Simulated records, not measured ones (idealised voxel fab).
process module | voxel gate over fins
cross-section cut | 285 nm wide | cells 5 nm
A cross-section is a grid of square cells, given in bands from the top down. A band is one or more rows of cells.
Each band's line starts with the height of the band's top and of its bottom, in nm. Then come its materials from left to right, each with its width in nm. One material with "throughout" fills the band from edge to edge. "air" is empty space.
Height 0 is the level under which the wafer as received is all one material. The lowest band goes on downwards, as in "0 down".
A width such as "30 to 40" changes by the same amount from each row of cells to the next, from the band's top row to its bottom row.
"no change" after a step means that no cell of the cross-section changed.
closed voids: empty space of 8 cells or more with no open way to the top, each as width x height at its distance from the left edge, in nm
after a step's settings: what the simulator itself notes on the step
overlay nm, on a step with a mask: how far to the right of its planned place the mask lay; to the left if negative
plan
1 op RECEIVE | material Si
2 op CONFORMAL_DEP | material SiN | thk nm 10
3 op MASKED_ETCH | tone cover | mask id FINS | width nm 15 | pitch nm 60 | etch materials SiN | depth nm 10 | overlay nm 0
4 op MASKED_ETCH | tone cover | mask id FINS | width nm 15 | pitch nm 60 | etch materials Si | depth nm 35 | overlay nm 0
5 op OXIDIZE | depth nm 5
6 op FILL_DEP | material SiO2 | thk nm 10
7 op CMP | height nm 10
8 op PATTERN | tone open | mask id RAIL | material resist | width nm 15 | thk nm 20 | overlay nm 0
9 op DIRECTIONAL_ETCH | etch materials SiO2 | depth nm 40
10 op STRIP | etch materials resist
11 op CONFORMAL_DEP | material TiN | thk nm 5
12 op FILL_DEP | material W | thk nm 10
13 op CMP | height nm 10
14 op SELECTIVE_ETCH | etch materials W Ru TiN | depth nm 35
15 op FILL_DEP | material SiO2 | thk nm 5
16 op CMP | height nm 10
17 op SELECTIVE_ETCH | etch materials SiO2 | depth nm 25
18 op STRIP | etch materials SiN
19 op CONFORMAL_DEP | material HfO2 | thk nm 5
20 op CONFORMAL_DEP | material TiN | thk nm 5
21 op CONFORMAL_DEP | material TiAl | thk nm 5
22 op CONFORMAL_DEP | material TiN | thk nm 5
23 op FILL_DEP | material W | thk nm 10
24 op CMP | height nm 25
25 op CONFORMAL_DEP | material SiCN | thk nm 10
as received, after step 1
  0 down: Si throughout
  closed voids: none
a wafer at the end: this start, this plan, one mistake
  35 to 25: SiCN throughout
  25 to 15: W 80 | TiN 125 | W 80
  15 to 10: TiN 95 | TiAl 35 | TiN 25 | TiAl 35 | TiN 95
  10 to 5: TiN 95 | TiAl 5 | TiN 25 | TiAl 5 | TiN 25 | TiAl 5 | TiN 25 | TiAl 5 | TiN 95
  5 to 0: TiN 95 | TiAl 5 | TiN 5 | HfO2 15 | TiN 5 | TiAl 5 | TiN 25 | TiAl 5 | TiN 5 | HfO2 15 | TiN 5 | TiAl 5 | TiN 95
  0 to -5: TiAl 100 | TiN 5 | HfO2 5 | Si 5 | HfO2 5 | TiN 5 | TiAl 35 | TiN 5 | HfO2 5 | Si 5 | HfO2 5 | TiN 5 | TiAl 100
  -5 to -10: TiN 105 | HfO2 5 | Si 5 | HfO2 5 | TiN 45 | HfO2 5 | Si 5 | HfO2 5 | TiN 105
  -10 to -15: HfO2 110 | Si 5 | HfO2 55 | Si 5 | HfO2 110
  -15 to -25: SiO2 110 | Si 5 | SiO2 55 | Si 5 | SiO2 110
  -25 to -30: SiO2 110 | Si 5 | SiO2 20 | TiN 15 | SiO2 20 | Si 5 | SiO2 110
  -30 to -40: SiO2 110 | Si 5 | SiO2 55 | Si 5 | SiO2 110
  -40 down: Si throughout
  closed voids: none
what went wrong: step 22 ran as: op CONFORMAL_DEP | material TiN | thk nm 15
